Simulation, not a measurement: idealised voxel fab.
A process module follows: voxel spacer lines.
The cross-section shown here is cut; it is 295 nm wide and divided into square cells measuring 5 nm on a side.
Bands, listed from the top down, are how a cross-section gets written in this document; the cross-section itself is a grid of square cells, and a band is one or more rows of them. For a band, the entry starts with two heights in nm, that of the top and then that of the bottom, and carries on with the band's materials in order from left to right, each alongside its width in nm; the word "everywhere" beside a single material means it fills the band edge to edge, and "empty" means empty space. Where do heights start? At 0: under that level the wafer as delivered is made of one material only. And the lowest band has no floor; it just carries on downward, as in "0 down". Width: "30..40" (first number = top row, second number = bottom row, same change from row to row of cells). You'll sometimes find "same as before" written for a step, and that's the way of saying that nowhere in the cross-section did a cell change during that step. "Enclosed voids": empty spaces of 8 cells or more with no open way to the top, each given as width x height at distance, distance from the left edge, all in nm. On a step's line, text after the settings is the simulator commenting on that step. overlay nm: on a step with a mask, how far right of its planned place the mask lay; negative means left.
### Process steps foreseen in the plan
step 1: RECEIVE,material Si
step 2: CONFORMAL_DEP,material SiO2,thk nm 5
step 3: DIRECTIONAL_DEP,material W,thk nm 15
step 4: DIRECTIONAL_DEP,material polySi,thk nm 20
step 5: PATTERN,tone cover,mask id MANDREL,material resist,width nm 15,pitch nm 60,thk nm 25,overlay nm 0
step 6: DIRECTIONAL_ETCH,etch materials polySi,depth nm 20
step 7: STRIP,etch materials resist
step 8: CONFORMAL_DEP,material SiN,thk nm 15
step 9: DIRECTIONAL_ETCH,etch materials SiN,depth nm 15
step 10: STRIP,etch materials polySi
step 11: DIRECTIONAL_ETCH,etch materials W,depth nm 15
step 12: STRIP,etch materials SiN
### First of two wafers - as planned
### Wafer cross-section on receipt, i.e. after step 1
- 0 down: Si everywhere
- Enclosed voids: none
### Take a look at the wafer's cross-section after step 2
- 5 to 0: SiO2 everywhere
- Below a height of 0, the structure has not been altered.
### Take a look at the wafer's cross-section after step 3
- 20 to 5: W everywhere
- Below a height of 5, the structure has not been altered.
### Take a look at the wafer's cross-section after step 4
- 40 to 20: polySi everywhere
- Below a height of 20, the structure has not been altered.
### Take a look at the wafer's cross-section after step 5
- 65 to 40: 80 nm empty | 15 nm resist | 45 nm empty | 15 nm resist | 45 nm empty | 15 nm resist | 80 nm empty
- Below a height of 40, the structure has not been altered.
### Take a look at the wafer's cross-section after step 6
- 65 to 40: 80 nm empty | 15 nm resist | 45 nm empty | 15 nm resist | 45 nm empty | 15 nm resist | 80 nm empty
- 40 to 20: 80 nm empty | 15 nm polySi | 45 nm empty | 15 nm polySi | 45 nm empty | 15 nm polySi | 80 nm empty
- Below a height of 20, the structure has not been altered.
### Take a look at the wafer's cross-section after step 7
- 40 to 20: 80 nm empty | 15 nm polySi | 45 nm empty | 15 nm polySi | 45 nm empty | 15 nm polySi | 80 nm empty
- Below a height of 20, the structure has not been altered.
### Take a look at the wafer's cross-section after step 8
- 55 to 40: 65 nm empty | 45 nm SiN | 15 nm empty | 45 nm SiN | 15 nm empty | 45 nm SiN | 65 nm empty
- 40 to 35: 65 nm empty | 15 nm SiN | 15 nm polySi | 15 nm SiN | 15 nm empty | 15 nm SiN | 15 nm polySi | 15 nm SiN | 15 nm empty | 15 nm SiN | 15 nm polySi | 15 nm SiN | 65 nm empty
- 35 to 20: 80 nm SiN | 15 nm polySi | 45 nm SiN | 15 nm polySi | 45 nm SiN | 15 nm polySi | 80 nm SiN
- Below a height of 20, the structure has not been altered.
### Take a look at the wafer's cross-section after step 9
- 40 to 20: 65 nm empty | 15 nm SiN | 15 nm polySi | 15 nm SiN | 15 nm empty | 15 nm SiN | 15 nm polySi | 15 nm SiN | 15 nm empty | 15 nm SiN | 15 nm polySi | 15 nm SiN | 65 nm empty
- Below a height of 20, the structure has not been altered.
### Take a look at the wafer's cross-section after step 10
- 40 to 20: 65 nm empty | 15 nm SiN | 15 nm empty | 15 nm SiN | 15 nm empty | 15 nm SiN | 15 nm empty | 15 nm SiN | 15 nm empty | 15 nm SiN | 15 nm empty | 15 nm SiN | 65 nm empty
- Below a height of 20, the structure has not been altered.
### Take a look at the wafer's cross-section after step 11
- 40 to 20: 65 nm empty | 15 nm SiN | 15 nm empty | 15 nm SiN | 15 nm empty | 15 nm SiN | 15 nm empty | 15 nm SiN | 15 nm empty | 15 nm SiN | 15 nm empty | 15 nm SiN | 65 nm empty
- 20 to 5: 65 nm empty | 15 nm W | 15 nm empty | 15 nm W | 15 nm empty | 15 nm W | 15 nm empty | 15 nm W | 15 nm empty | 15 nm W | 15 nm empty | 15 nm W | 65 nm empty
- Below a height of 5, the structure has not been altered.
### Take a look at the wafer's cross-section after step 12
- 20 to 5: 65 nm empty | 15 nm W | 15 nm empty | 15 nm W | 15 nm empty | 15 nm W | 15 nm empty | 15 nm W | 15 nm empty | 15 nm W | 15 nm empty | 15 nm W | 65 nm empty
- Below a height of 5, the structure has not been altered.
### The Second Wafer: Common Origin and Plan, One Mistake in Execution, Identical to the First Through Step 1
### Second wafer, section view, time point: scheduled end of step 2
- 15 to 0: W everywhere
- Below a height of 0, the structure has not been altered.
### Second wafer, section view, time point: scheduled end of step 3
- 20 to 15: SiO2 everywhere
- Below a height of 15, the structure has not been altered.
### Second wafer, section view, time point: scheduled end of step 4
- 40 to 20: polySi everywhere
- Below a height of 20, the structure has not been altered.
### Second wafer, section view, time point: scheduled end of step 5
- 65 to 40: 80 nm empty | 15 nm resist | 45 nm empty | 15 nm resist | 45 nm empty | 15 nm resist | 80 nm empty
- Below a height of 40, the structure has not been altered.
### Second wafer, section view, time point: scheduled end of step 6
- 65 to 40: 80 nm empty | 15 nm resist | 45 nm empty | 15 nm resist | 45 nm empty | 15 nm resist | 80 nm empty
- 40 to 20: 80 nm empty | 15 nm polySi | 45 nm empty | 15 nm polySi | 45 nm empty | 15 nm polySi | 80 nm empty
- Below a height of 20, the structure has not been altered.
### Second wafer, section view, time point: scheduled end of step 7
- 40 to 20: 80 nm empty | 15 nm polySi | 45 nm empty | 15 nm polySi | 45 nm empty | 15 nm polySi | 80 nm empty
- Below a height of 20, the structure has not been altered.
### Second wafer, section view, time point: scheduled end of step 8
- 55 to 40: 65 nm empty | 45 nm SiN | 15 nm empty | 45 nm SiN | 15 nm empty | 45 nm SiN | 65 nm empty
- 40 to 35: 65 nm empty | 15 nm SiN | 15 nm polySi | 15 nm SiN | 15 nm empty | 15 nm SiN | 15 nm polySi | 15 nm SiN | 15 nm empty | 15 nm SiN | 15 nm polySi | 15 nm SiN | 65 nm empty
- 35 to 20: 80 nm SiN | 15 nm polySi | 45 nm SiN | 15 nm polySi | 45 nm SiN | 15 nm polySi | 80 nm SiN
- Below a height of 20, the structure has not been altered.
### Second wafer, section view, time point: scheduled end of step 9
- 40 to 20: 65 nm empty | 15 nm SiN | 15 nm polySi | 15 nm SiN | 15 nm empty | 15 nm SiN | 15 nm polySi | 15 nm SiN | 15 nm empty | 15 nm SiN | 15 nm polySi | 15 nm SiN | 65 nm empty
- Below a height of 20, the structure has not been altered.
### Second wafer, section view, time point: scheduled end of step 10
- 40 to 20: 65 nm empty | 15 nm SiN | 15 nm empty | 15 nm SiN | 15 nm empty | 15 nm SiN | 15 nm empty | 15 nm SiN | 15 nm empty | 15 nm SiN | 15 nm empty | 15 nm SiN | 65 nm empty
- Below a height of 20, the structure has not been altered.
Second wafer, section view, time point: scheduled end of step 11: same as before
### Second wafer, section view, time point: scheduled end of step 12
- 20 to 15: SiO2 everywhere
- Below a height of 15, the structure has not been altered.
Here's what went sideways: order of steps 2 and 3 inverted relative to the plan
Once processing is complete, comparing cell counts shows that the second wafer has more or fewer of certain materials than the first: 123 more of W
